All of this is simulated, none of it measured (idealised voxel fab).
A process module follows: voxel tone inversion.
Section shown: cut. Width: 150 nm. Cell size: 5 nm, square.
In what follows, cross-sections appear as grids of square cells, described through bands that run from the top down, where every band is one or more rows of cells. Within each band entry, the heights of the top and of the bottom of the band appear first, in that order and in nm; the materials of the band then follow from left to right, each with its corresponding width in nm. The designation "edge to edge" on a single material indicates that it fills the band from edge to edge; the designation "empty" indicates empty space. Basically, 0 is our baseline, since under it the wafer straight out of the box is all one material. The bottom band has no lower end and keeps on going down, so it looks like "0 and below". A width given as "30->40" starts at the first number in the band's top row and ends at the second number in its bottom row, shifting by an equal amount at every step from row to row. "everything unchanged", as given for a step, is the statement that not any cell of the cross-section underwent a change during that step. Listed in "Enclosed voids": every empty space of 8 or more cells without an open way to the top. Form: width x height at distance, the distance being from the left edge, all in nm. Anything after a step's settings on that line? It's the simulator's own note about the step. For masked steps, "overlay nm" on the step line gives how far right of plan the mask actually lay; a minus sign means it lay to the left.
[plan]
- 1: RECEIVE with material Si
- 2: CONFORMAL_DEP with material SiN, thk nm 5
- 3: DIRECTIONAL_DEP with material aC, thk nm 15
- 4: PATTERN with tone cover, mask id POSTS, material resist, width nm 25, pitch nm 40, thk nm 25, overlay nm 0
- 5: DIRECTIONAL_ETCH with etch materials aC, depth nm 15
- 6: STRIP with etch materials resist
- 7: FILL_DEP with material SiO2, thk nm 10
- 8: CMP with height nm 20
- 9: STRIP with etch materials aC
[Wafer as received: cross-section following step 1]
  0 and below: Si edge to edge
  Enclosed voids: none
[Run as planned - first of the two wafers cross-sectioned at the end of the module]
  20 down to 5: SiO2=40, then empty=25, then SiO2=15, then empty=25, then SiO2=45
  5 down to 0: SiN edge to edge
  0 and below: Si edge to edge
  Enclosed voids: none
[This cross-section belongs to the second wafer of two at the end of the module; the start and the plan were shared with the first, and the run included one mistake]
  20 down to 5: SiO2=30, then empty=25, then SiO2=15, then empty=25, then SiO2=55
  5 down to 0: SiN edge to edge
  0 and below: Si edge to edge
  Enclosed voids: none
It is concluded that the wafer was processed incorrectly with respect to the plan, in that off-plan run, step 4, actual operation and settings PATTERN with tone cover, mask id POSTS, material resist, width nm 25, pitch nm 40, thk nm 25, overlay nm -10
So at the finish, the second wafer's got exactly as many cells of each material as the first, just not in the same spots.
